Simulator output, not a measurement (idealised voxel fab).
process module | voxel transistor to metal
Section shown: cut. Width: 210 nm. Cell size: 5 nm, square.
Cross-section, as written here: a square-cell grid given band by band from the top down, where a band holds one or more rows of cells. Look at the band entry: it leads with the top's height and the bottom's height in nm. Then it lists the materials left to right, with a width in nm for each. The word "full width" on a single material says that material fills the band edge to edge. The word "empty" is empty space. For the purposes of this specification, 0 denotes the height below which the wafer in its as-received condition is composed wholly of one material, and the lowermost band, lacking a lower limit, extends downward without end, as expressed in "0 -> down". The notation "30->40" denotes a width that varies across the rows of cells in the band, beginning at the first number in the top row, finishing at the second number in the bottom row, and changing by an identical amount from each row to the next. "no modifications", as given for a step, is the statement that not any cell of the cross-section underwent a change during that step. Voids not open to the top, 8 cells minimum: see "Listed closed voids". Written width x height at distance; distance is from the left edge; nm. What comes after the settings on a step's line is commentary from the simulator itself on that step. The optional step-line setting "overlay nm" applies to steps with a mask and quantifies how far to the right of its planned location the mask lay, a negative value indicating leftward placement.

[Steps in the process plan]
1 RECEIVE (material Si)
2 CONFORMAL_DEP (material SiO2; thk nm 5)
3 CONFORMAL_DEP (material SiN; thk nm 10)
4 DIRECTIONAL_DEP (material aC; thk nm 10)
5 PATTERN (tone cover; mask id ACTIVE; material resist; width nm 105; thk nm 25; overlay nm 0)
6 DIRECTIONAL_ETCH (etch materials aC; depth nm 10)
7 STRIP (etch materials resist)
8 DIRECTIONAL_ETCH (etch materials SiN; depth nm 10)
9 DIRECTIONAL_ETCH (etch materials SiO2; depth nm 5)
10 DIRECTIONAL_ETCH (etch materials Si; depth nm 30)
11 STRIP (etch materials aC)
12 FILL_DEP (material SiO2; thk nm 15)
13 CMP (height nm 15)
14 SELECTIVE_ETCH (etch materials SiO2; depth nm 5)
15 STRIP (etch materials SiN)
16 SELECTIVE_ETCH (etch materials SiO2; depth nm 5)
17 OXIDIZE (depth nm 5)
18 DIRECTIONAL_DEP (material polySi; thk nm 20)
19 DIRECTIONAL_DEP (material SiCN; thk nm 10)
20 DIRECTIONAL_DEP (material aC; thk nm 10)
21 PATTERN (tone cover; mask id GATE; material resist; width nm 15; thk nm 30; overlay nm 0)
22 DIRECTIONAL_ETCH (etch materials aC; depth nm 10)
23 STRIP (etch materials resist)
24 DIRECTIONAL_ETCH (etch materials SiCN; depth nm 20)
25 DIRECTIONAL_ETCH (etch materials polySi; depth nm 30)
26 STRIP (etch materials aC)
27 CONFORMAL_DEP (material SiN; thk nm 5)
28 DIRECTIONAL_ETCH (etch materials SiN; depth nm 5)
29 DIRECTIONAL_ETCH (etch materials SiO2; depth nm 5)
30 EPI (material pSi; thk nm 5)
31 FILL_DEP (material SiO2; thk nm 10)
32 CMP (height nm 30)
33 DIRECTIONAL_DEP (material SiO2; thk nm 15)
34 PATTERN (tone open; mask id CONTACT; material resist; width nm 30; pitch nm 55; thk nm 20; overlay nm 0)
35 DIRECTIONAL_ETCH (etch materials SiO2; depth nm 45)
36 STRIP (etch materials resist)
37 CONFORMAL_DEP (material TiN; thk nm 5)
38 FILL_DEP (material W; thk nm 5)
39 CMP (height nm 45)
40 DIRECTIONAL_DEP (material TiN; thk nm 5)
41 DIRECTIONAL_DEP (material W; thk nm 25)
42 DIRECTIONAL_DEP (material aC; thk nm 15)
43 PATTERN (tone cover; mask id METAL_1; material resist; width nm 15; pitch nm 70; thk nm 35; overlay nm 0)
44 DIRECTIONAL_ETCH (etch materials aC; depth nm 15)
45 STRIP (etch materials resist)
46 DIRECTIONAL_ETCH (etch materials W; depth nm 25)
47 DIRECTIONAL_ETCH (etch materials TiN; depth nm 5)
48 STRIP (etch materials aC)
49 FILL_DEP (material SiO2; thk nm 10)
50 CMP (height nm 75)
51 CONFORMAL_DEP (material SiN; thk nm 5)
The wafers are alike at the start. At step 21, their width nm differs. The plan lists the first wafer's value.

[The as-received cross-section of the first of several wafers corresponds to the state after step 1]
0 -> down = Si full width
Listed closed voids: none

[The table below has one row for each wafer; a row shows, as of the end of the module, how many cells of each material the wafer has gained, marked (+), or lost, marked (-), since it was received, and then the wafer's closed voids]
width nm 15, -147 Si, +6 SiCN, +56 SiN, +585 SiO2, +50 TiN, +94 W, +16 pSi, +12 polySi, Listed closed voids: none
width nm 20, -147 Si, +8 SiCN, +56 SiN, +586 SiO2, +50 TiN, +88 W, +15 pSi, +16 polySi, Listed closed voids: none
width nm 25, -147 Si, +10 SiCN, +56 SiN, +587 SiO2, +50 TiN, +82 W, +14 pSi, +20 polySi, Listed closed voids: none
width nm 30, -147 Si, +12 SiCN, +56 SiN, +588 SiO2, +50 TiN, +76 W, +13 pSi, +24 polySi, Listed closed voids: none
